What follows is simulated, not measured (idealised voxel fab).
Presented below is a process module, voxel self aligned vias.
The cross-section on display is named cut; it measures 215 nm wide, and its cells are 5 nm squares.
Each cross-section below is a grid of square cells, stated as bands in top-down order, with one or more rows of cells making up each band.
Top, bottom (nm), then materials left to right with widths (nm); lone material tagged "everywhere" fills the whole band edge to edge; "air" = empty space.
It should be noted that heights are counted from 0, beneath which the wafer as supplied is of one material throughout, and that the lowest band possesses no lower boundary but continues downward, as written in "z 0 and below".
So if you see something like "30 to 40" for the width, read it as the top row of the band sitting at the first number and the bottom row at the second, with every row in between moving by the same amount as the last.
Where a step carries "remains unaltered", the cross-section came out of it unchanged, cell for cell.
Each empty space that has no open way to the top and spans at least 8 cells appears under "Closed void inventory" as width x height at distance, the distance counted from the left edge, all in nm.
If you see something after the settings on a step's line, that's the simulator's own remark about that step.
The "overlay nm" setting may appear on a step's line; for a step that uses a mask, it gives how far to the right of its planned position the mask lay, and a negative value indicates the left.
Each pair below shows a cross-section before one step and the cross-section after it, down to the lowest band that changed. The line under each pair gives the step between them, with its settings. The pairs can come from different runs of this module on the same starting wafer, so a pair continues from the pair above only where its "Incoming structure" says so.

### Incoming structure
> z 65 to 50: aC 75 | air 20 | aC 120
> z 50 to 35: SiO2 75 | air 20 | SiO2 120
> z 35 to 30: SiO2 75 | air 20 | SiO2 25 | SiN 20 | SiO2 75
> z 30 to 20: SiO2 75 | TiN 5 | Ru 10 | TiN 5 | SiO2 25 | TiN 5 | Ru 10 | TiN 5 | SiO2 75
> z 20 to 15: SiO2 75 | TiN 20 | SiO2 25 | TiN 20 | SiO2 75
> z 15 to 10: SiCN everywhere
> z 10 to 0: SiO2 everywhere
> z 0 and below: Si everywhere
> Closed void inventory: none

### Sectional View, Post-Process
> z 50 to 35: SiO2 75 | air 20 | SiO2 120
> Unchanged below 35.
> Closed void inventory: none
Step sandwiched between the two cross-sections above: STRIP | etch materials aC

Incoming structure: The structure entering this step is exactly what the pair just above shows after its step.

### Sectional View, Post-Process
> z 55 to 50: TiN 80 | air 10 | TiN 125
> z 50 to 35: SiO2 75 | TiN 5 | air 10 | TiN 5 | SiO2 120
> z 35 to 30: SiO2 75 | TiN 20 | SiO2 25 | SiN 20 | SiO2 75
> Unchanged below 30.
> Closed void inventory: none
Step sandwiched between the two cross-sections above: CONFORMAL_DEP | material TiN | thk nm 5

Incoming structure: The structure entering this step is exactly what the pair just above shows after its step.

### Sectional View, Post-Process
> z 65 to 55: W everywhere
> z 55 to 50: TiN 80 | W 10 | TiN 125
> z 50 to 35: SiO2 75 | TiN 5 | W 10 | TiN 5 | SiO2 120
> Unchanged below 35.
> Closed void inventory: none
Step sandwiched between the two cross-sections above: FILL_DEP | material W | thk nm 10

Incoming structure: The structure entering this step is exactly what the pair just above shows after its step.

### Sectional View, Post-Process
> z 50 to 35: SiO2 75 | TiN 5 | W 10 | TiN 5 | SiO2 120
> Unchanged below 35.
> Closed void inventory: none
Step sandwiched between the two cross-sections above: CMP | height nm 50

Incoming structure: The structure entering this step is exactly what the pair just above shows after its step.

### Sectional View, Post-Process
> z 55 to 50: SiN everywhere
> Unchanged below 50.
> Closed void inventory: none
Step sandwiched between the two cross-sections above: CONFORMAL_DEP | material SiN | thk nm 5

### Incoming structure
> z 65 to 50: aC everywhere
> z 50 to 35: SiO2 everywhere
> z 35 to 30: SiO2 75 | SiN 20 | SiO2 25 | SiN 20 | SiO2 75
> z 30 to 20: SiO2 75 | TiN 5 | Ru 10 | TiN 5 | SiO2 25 | TiN 5 | Ru 10 | TiN 5 | SiO2 75
> z 20 to 15: SiO2 75 | TiN 20 | SiO2 25 | TiN 20 | SiO2 75
> z 15 to 10: SiCN everywhere
> z 10 to 0: SiO2 everywhere
> z 0 and below: Si everywhere
> Closed void inventory: none

### Sectional View, Post-Process
> z 100 to 65: resist 60 | air 30 | resist 125
> Unchanged below 65.
> Closed void inventory: none
Step sandwiched between the two cross-sections above: PATTERN | tone open | mask id VIAS | material resist | width nm 30 | thk nm 35 | overlay nm -10

Incoming structure: The structure entering this step is exactly what the pair just above shows after its step.

### Sectional View, Post-Process
> z 85 to 65: resist 60 | air 30 | resist 125
> z 65 to 50: aC 60 | air 30 | aC 125
> Unchanged below 50.
> Closed void inventory: none
Step sandwiched between the two cross-sections above: DIRECTIONAL_ETCH | etch materials aC | depth nm 15

Incoming structure: The structure entering this step is exactly what the pair just above shows after its step.

### Sectional View, Post-Process
> z 65 to 50: aC 60 | air 30 | aC 125
> Unchanged below 50.
> Closed void inventory: none
Step sandwiched between the two cross-sections above: STRIP | etch materials resist

Incoming structure: The structure entering this step is exactly what the pair just above shows after its step.

### Sectional View, Post-Process
> z 65 to 50: aC 60 | air 30 | aC 125
> z 50 to 35: SiO2 60 | air 30 | SiO2 125
> Unchanged below 35.
> Closed void inventory: none
Step sandwiched between the two cross-sections above: DIRECTIONAL_ETCH | etch materials SiO2 | depth nm 15

Incoming structure: The structure entering this step is exactly what the pair just above shows after its step.

### Sectional View, Post-Process
> z 65 to 50: aC 60 | air 30 | aC 125
> z 50 to 35: SiO2 60 | air 30 | SiO2 125
> z 35 to 30: SiO2 75 | air 15 | SiN 5 | SiO2 25 | SiN 20 | SiO2 75
> Unchanged below 30.
> Closed void inventory: none
Step sandwiched between the two cross-sections above: DIRECTIONAL_ETCH | etch materials SiN | depth nm 5

Incoming structure: The structure entering this step is exactly what the pair just above shows after its step.

### Sectional View, Post-Process
> z 50 to 35: SiO2 60 | air 30 | SiO2 125
> Unchanged below 35.
> Closed void inventory: none
Step sandwiched between the two cross-sections above: STRIP | etch materials aC

Incoming structure: The structure entering this step is exactly what the pair just above shows after its step.

### Sectional View, Post-Process
> z 55 to 50: TiN 65 | air 20 | TiN 130
> z 50 to 40: SiO2 60 | TiN 5 | air 20 | TiN 5 | SiO2 125
> z 40 to 35: SiO2 60 | TiN 20 | air 5 | TiN 5 | SiO2 125
> z 35 to 30: SiO2 75 | TiN 15 | SiN 5 | SiO2 25 | SiN 20 | SiO2 75
> Unchanged below 30.
> Closed void inventory: none
Step sandwiched between the two cross-sections above: CONFORMAL_DEP | material TiN | thk nm 5

Incoming structure: The structure entering this step is exactly what the pair just above shows after its step.

### Sectional View, Post-Process
> z 65 to 55: W everywhere
> z 55 to 50: TiN 65 | W 20 | TiN 130
> z 50 to 40: SiO2 60 | TiN 5 | W 20 | TiN 5 | SiO2 125
> z 40 to 35: SiO2 60 | TiN 20 | W 5 | TiN 5 | SiO2 125
> Unchanged below 35.
> Closed void inventory: none
Step sandwiched between the two cross-sections above: FILL_DEP | material W | thk nm 10

Incoming structure: The structure entering this step is exactly what the pair just above shows after its step.

### Sectional View, Post-Process
> z 50 to 40: SiO2 60 | TiN 5 | W 20 | TiN 5 | SiO2 125
> Unchanged below 40.
> Closed void inventory: none
Step sandwiched between the two cross-sections above: CMP | height nm 50

Incoming structure: The structure entering this step is exactly what the pair just above shows after its step.

### Sectional View, Post-Process
> z 55 to 50: SiN everywhere
> Unchanged below 50.
> Closed void inventory: none
Step sandwiched between the two cross-sections above: CONFORMAL_DEP | material SiN | thk nm 5

### Incoming structure
> z 40 to 35: TiN 80 | air 10 | TiN 35 | air 10 | TiN 80
> z 35 to 20: SiO2 75 | TiN 5 | air 10 | TiN 5 | SiO2 25 | TiN 5 | air 10 | TiN 5 | SiO2 75
> z 20 to 15: SiO2 75 | TiN 20 | SiO2 25 | TiN 20 | SiO2 75
> z 15 to 10: SiCN everywhere
> z 10 to 0: SiO2 everywhere
> z 0 and below: Si everywhere
> Closed void inventory: none

### Sectional View, Post-Process
> z 50 to 40: SiN everywhere
> z 40 to 35: TiN 80 | SiN 10 | TiN 35 | SiN 10 | TiN 80
> z 35 to 20: SiO2 75 | TiN 5 | SiN 10 | TiN 5 | SiO2 25 | TiN 5 | SiN 10 | TiN 5 | SiO2 75
> Unchanged below 20.
> Closed void inventory: none
Step sandwiched between the two cross-sections above: FILL_DEP | material SiN | thk nm 10

Incoming structure: The structure entering this step is exactly what the pair just above shows after its step.

### Sectional View, Post-Process
> z 35 to 20: SiO2 75 | TiN 5 | SiN 10 | TiN 5 | SiO2 25 | TiN 5 | SiN 10 | TiN 5 | SiO2 75
> Unchanged below 20.
> Closed void inventory: none
Step sandwiched between the two cross-sections above: CMP | height nm 35

Incoming structure: The structure entering this step is exactly what the pair just above shows after its step.

### Sectional View, Post-Process
> z 35 to 30: SiO2 75 | air 5 | SiN 10 | air 5 | SiO2 25 | air 5 | SiN 10 | air 5 | SiO2 75
> Unchanged below 30.
> Closed void inventory: none
Step sandwiched between the two cross-sections above: SELECTIVE_ETCH | etch materials W Ru TiN | depth nm 5

Incoming structure: The structure entering this step is exactly what the pair just above shows after its step.

### Sectional View, Post-Process
> z 40 to 35: SiN everywhere
> z 35 to 30: SiO2 75 | SiN 20 | SiO2 25 | SiN 20 | SiO2 75
> Unchanged below 30.
> Closed void inventory: none
Step sandwiched between the two cross-sections above: FILL_DEP | material SiN | thk nm 5

Incoming structure: The structure entering this step is exactly what the pair just above shows after its step.

### Sectional View, Post-Process
> z 35 to 30: SiO2 75 | SiN 20 | SiO2 25 | SiN 20 | SiO2 75
> Unchanged below 30.
> Closed void inventory: none
Step sandwiched between the two cross-sections above: CMP | height nm 35

Incoming structure: The structure entering this step is exactly what the pair just above shows after its step.

### Sectional View, Post-Process
> z 50 to 35: SiO2 everywhere
> Unchanged below 35.
> Closed void inventory: none
Step sandwiched between the two cross-sections above: DIRECTIONAL_DEP | material SiO2 | thk nm 15

Incoming structure: The structure entering this step is exactly what the pair just above shows after its step.

### Sectional View, Post-Process
> z 65 to 50: aC everywhere
> Unchanged below 50.
> Closed void inventory: none
Step sandwiched between the two cross-sections above: DIRECTIONAL_DEP | material aC | thk nm 15

Incoming structure: The structure entering this step is exactly what the pair just above shows after its step.

### Sectional View, Post-Process
> z 100 to 65: resist 70 | air 30 | resist 115
> Unchanged below 65.
> Closed void inventory: none
Step sandwiched between the two cross-sections above: PATTERN | tone open | mask id VIAS | material resist | width nm 30 | thk nm 35 | overlay nm 0

Incoming structure: The structure entering this step is exactly what the pair just above shows after its step.

### Sectional View, Post-Process
> z 85 to 65: resist 70 | air 30 | resist 115
> z 65 to 50: aC 70 | air 30 | aC 115
> Unchanged below 50.
> Closed void inventory: none
Step sandwiched between the two cross-sections above: DIRECTIONAL_ETCH | etch materials aC | depth nm 15

Incoming structure: The structure entering this step is exactly what the pair just above shows after its step.

### Sectional View, Post-Process
> z 65 to 50: aC 70 | air 30 | aC 115
> Unchanged below 50.
> Closed void inventory: none
Step sandwiched between the two cross-sections above: STRIP | etch materials resist

Incoming structure: The structure entering this step is exactly what the pair just above shows after its step.

### Sectional View, Post-Process
> z 65 to 50: aC 70 | air 30 | aC 115
> z 50 to 35: SiO2 70 | air 30 | SiO2 115
> Unchanged below 35.
> Closed void inventory: none
Step sandwiched between the two cross-sections above: DIRECTIONAL_ETCH | etch materials SiO2 | depth nm 15

Incoming structure: The structure entering this step is exactly what the pair just above shows after its step.

### Sectional View, Post-Process
> z 65 to 50: aC 70 | air 30 | aC 115
> z 50 to 35: SiO2 70 | air 30 | SiO2 115
> z 35 to 30: SiO2 75 | air 20 | SiO2 25 | SiN 20 | SiO2 75
> Unchanged below 30.
> Closed void inventory: none
Step sandwiched between the two cross-sections above: DIRECTIONAL_ETCH | etch materials SiN | depth nm 5

Incoming structure: The structure entering this step is exactly what the pair just above shows after its step.

### Sectional View, Post-Process
> z 50 to 35: SiO2 70 | air 30 | SiO2 115
> Unchanged below 35.
> Closed void inventory: none
Step sandwiched between the two cross-sections above: STRIP | etch materials aC

Incoming structure: The structure entering this step is exactly what the pair just above shows after its step.

### Sectional View, Post-Process
> z 55 to 50: TiN 75 | air 20 | TiN 120
> z 50 to 40: SiO2 70 | TiN 5 | air 20 | TiN 5 | SiO2 115
> z 40 to 35: SiO2 70 | TiN 10 | air 10 | TiN 10 | SiO2 115
> z 35 to 30: SiO2 75 | TiN 20 | SiO2 25 | SiN 20 | SiO2 75
> Unchanged below 30.
> Closed void inventory: none
Step sandwiched between the two cross-sections above: CONFORMAL_DEP | material TiN | thk nm 5

Incoming structure: The structure entering this step is exactly what the pair just above shows after its step.

### Sectional View, Post-Process
> z 65 to 55: W everywhere
> z 55 to 50: TiN 75 | W 20 | TiN 120
> z 50 to 40: SiO2 70 | TiN 5 | W 20 | TiN 5 | SiO2 115
> z 40 to 35: SiO2 70 | TiN 10 | W 10 | TiN 10 | SiO2 115
> Unchanged below 35.
> Closed void inventory: none
Step sandwiched between the two cross-sections above: FILL_DEP | material W | thk nm 10

Incoming structure: The structure entering this step is exactly what the pair just above shows after its step.

### Sectional View, Post-Process
> z 50 to 40: SiO2 70 | TiN 5 | W 20 | TiN 5 | SiO2 115
> Unchanged below 40.
> Closed void inventory: none
Step sandwiched between the two cross-sections above: CMP | height nm 50

Incoming structure: The structure entering this step is exactly what the pair just above shows after its step.

### Sectional View, Post-Process
> z 55 to 50: SiN everywhere
> Unchanged below 50.
> Closed void inventory: none
Step sandwiched between the two cross-sections above: CONFORMAL_DEP | material SiN | thk nm 5

### Incoming structure
> z 65 to 50: aC everywhere
> z 50 to 35: SiO2 everywhere
> z 35 to 30: SiO2 75 | SiN 20 | SiO2 25 | SiN 20 | SiO2 75
> z 30 to 20: SiO2 75 | TiN 5 | Ru 10 | TiN 5 | SiO2 25 | TiN 5 | Ru 10 | TiN 5 | SiO2 75
> z 20 to 15: SiO2 75 | TiN 20 | SiO2 25 | TiN 20 | SiO2 75
> z 15 to 10: SiCN everywhere
> z 10 to 0: SiO2 everywhere
> z 0 and below: Si everywhere
> Closed void inventory: none

### Sectional View, Post-Process
> z 100 to 65: air 70 | resist 30 | air 115
> Unchanged below 65.
> Closed void inventory: none
Step sandwiched between the two cross-sections above: PATTERN | tone cover | mask id VIAS | material resist | width nm 30 | thk nm 35 | overlay nm 0

Incoming structure: The structure entering this step is exactly what the pair just above shows after its step.

### Sectional View, Post-Process
> z 85 to 65: air 70 | resist 30 | air 115
> z 65 to 50: air 70 | aC 30 | air 115
> Unchanged below 50.
> Closed void inventory: none
Step sandwiched between the two cross-sections above: DIRECTIONAL_ETCH | etch materials aC | depth nm 15

Incoming structure: The structure entering this step is exactly what the pair just above shows after its step.

### Sectional View, Post-Process
> z 65 to 50: air 70 | aC 30 | air 115
> Unchanged below 50.
> Closed void inventory: none
Step sandwiched between the two cross-sections above: STRIP | etch materials resist

Incoming structure: The structure entering this step is exactly what the pair just above shows after its step.

### Sectional View, Post-Process
> z 65 to 50: air 70 | aC 30 | air 115
> z 50 to 35: air 70 | SiO2 30 | air 115
> Unchanged below 35.
> Closed void inventory: none
Step sandwiched between the two cross-sections above: DIRECTIONAL_ETCH | etch materials SiO2 | depth nm 15

Incoming structure: The structure entering this step is exactly what the pair just above shows after its step.

### Sectional View, Post-Process
> z 65 to 50: air 70 | aC 30 | air 115
> z 50 to 35: air 70 | SiO2 30 | air 115
> z 35 to 30: SiO2 75 | SiN 20 | SiO2 25 | air 20 | SiO2 75
> Unchanged below 30.
> Closed void inventory: none
Step sandwiched between the two cross-sections above: DIRECTIONAL_ETCH | etch materials SiN | depth nm 5

Incoming structure: The structure entering this step is exactly what the pair just above shows after its step.

### Sectional View, Post-Process
> z 50 to 35: air 70 | SiO2 30 | air 115
> Unchanged below 35.
> Closed void inventory: none
Step sandwiched between the two cross-sections above: STRIP | etch materials aC

Incoming structure: The structure entering this step is exactly what the pair just above shows after its step.

### Sectional View, Post-Process
> z 55 to 50: air 65 | TiN 40 | air 110
> z 50 to 40: air 65 | TiN 5 | SiO2 30 | TiN 5 | air 110
> z 40 to 35: TiN 70 | SiO2 30 | TiN 25 | air 10 | TiN 80
> z 35 to 30: SiO2 75 | SiN 20 | SiO2 25 | TiN 20 | SiO2 75
> Unchanged below 30.
> Closed void inventory: none
Step sandwiched between the two cross-sections above: CONFORMAL_DEP | material TiN | thk nm 5

Incoming structure: The structure entering this step is exactly what the pair just above shows after its step.

### Sectional View, Post-Process
> z 65 to 55: W everywhere
> z 55 to 50: W 65 | TiN 40 | W 110
> z 50 to 40: W 65 | TiN 5 | SiO2 30 | TiN 5 | W 110
> z 40 to 35: TiN 70 | SiO2 30 | TiN 25 | W 10 | TiN 80
> Unchanged below 35.
> Closed void inventory: none
Step sandwiched between the two cross-sections above: FILL_DEP | material W | thk nm 10

Incoming structure: The structure entering this step is exactly what the pair just above shows after its step.

### Sectional View, Post-Process
> z 50 to 40: W 65 | TiN 5 | SiO2 30 | TiN 5 | W 110
> Unchanged below 40.
> Closed void inventory: none
Step sandwiched between the two cross-sections above: CMP | height nm 50

Incoming structure: The structure entering this step is exactly what the pair just above shows after its step.

### Sectional View, Post-Process
> z 55 to 50: SiN everywhere
> Unchanged below 50.
> Closed void inventory: none
Step sandwiched between the two cross-sections above: CONFORMAL_DEP | material SiN | thk nm 5
